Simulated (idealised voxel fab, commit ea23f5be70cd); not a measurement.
process module | voxel double patterning
This is section cut - it's 250 nm across, gridded in 5 nm square cells.
A cross-section is a grid of square cells, given in bands from the top down. A band is one or more rows of cells.
For a band, the entry starts with two heights in nm, that of the top and then that of the bottom, and carries on with the band's materials in order from left to right, each alongside its width in nm; the word "edge to edge" beside a single material means it fills the band edge to edge, and "empty" means empty space.
Heights from 0 (as-received wafer is one material below). Bottom band endless downward, as "0 nm and below".
The width entry "30->40" should be interpreted row by row: the top row of cells in the band takes the first number, the bottom row takes the second number, and the change between adjacent rows is uniform throughout.
"changes: none" means the step left every cell of the cross-section as it was.
Entry "Sealed-off cavities" = empty spaces >= 8 cells with no open way to the top; each as width x height at distance, distance from left edge, all nm.
Note: text after step settings on the step line = simulator remark on that step.
overlay nm: how far to the right of its planned place the mask lay on this masked step (negative: to the left).
Below is the list of planned process steps:
| 1 | RECEIVE [material Si] |
| 2 | CONFORMAL_DEP [material SiO2] [thk nm 10] |
| 3 | DIRECTIONAL_DEP [material polySi] [thk nm 20] |
| 4 | DIRECTIONAL_DEP [material SiN] [thk nm 5] |
| 5 | MASKED_ETCH [tone open] [mask id FIRST] [width nm 15] [pitch nm 50] [etch materials SiN] [depth nm 5] [overlay nm 0] |
| 6 | MASKED_ETCH [tone open] [mask id SECOND] [width nm 15] [pitch nm 50] [etch materials SiN] [depth nm 5] [overlay nm 0] |
| 7 | DIRECTIONAL_ETCH [etch materials polySi] [depth nm 20] |
| 8 | STRIP [etch materials SiN] |
The first wafer of two, processed as planned:
The cross-section here shows the wafer as received, i.e. in its state after step 1:
- 0 nm and below  Si edge to edge
- Sealed-off cavities: none
How the wafer stands in section after step 2:
- 10 nm to 0 nm  SiO2 edge to edge
- Heights below 0 show no change.
How the wafer stands in section after step 3:
- 30 nm to 10 nm  polySi edge to edge
- Heights below 10 show no change.
How the wafer stands in section after step 4:
- 35 nm to 30 nm  SiN edge to edge
- Heights below 30 show no change.
How the wafer stands in section after step 5:
- 35 nm to 30 nm  SiN: 65, empty: 15, SiN: 35, empty: 15, SiN: 35, empty: 15, SiN: 70
- Heights below 30 show no change.
How the wafer stands in section after step 6:
- 35 nm to 30 nm  SiN: 65, empty: 15, SiN: 10, empty: 15, SiN: 10, empty: 15, SiN: 10, empty: 15, SiN: 10, empty: 15, SiN: 70
- Heights below 30 show no change.
How the wafer stands in section after step 7:
- 35 nm to 30 nm  SiN: 65, empty: 15, SiN: 10, empty: 15, SiN: 10, empty: 15, SiN: 10, empty: 15, SiN: 10, empty: 15, SiN: 70
- 30 nm to 10 nm  polySi: 65, empty: 15, polySi: 10, empty: 15, polySi: 10, empty: 15, polySi: 10, empty: 15, polySi: 10, empty: 15, polySi: 70
- Heights below 10 show no change.
How the wafer stands in section after step 8:
- 30 nm to 10 nm  polySi: 65, empty: 15, polySi: 10, empty: 15, polySi: 10, empty: 15, polySi: 10, empty: 15, polySi: 10, empty: 15, polySi: 70
- Heights below 10 show no change.
Wafer two of the pair: same origin, same plan, one error during the run; identical to wafer one up to and including step 7:
Here is the second wafer in cross-section at the point where step 8 of the plan should have been done: changes: none
The plan and the run diverged here: step 8 of the plan never got run, it was skipped over
Final difference in cells, second wafer against first, listed per material as more or fewer: +35 SiN
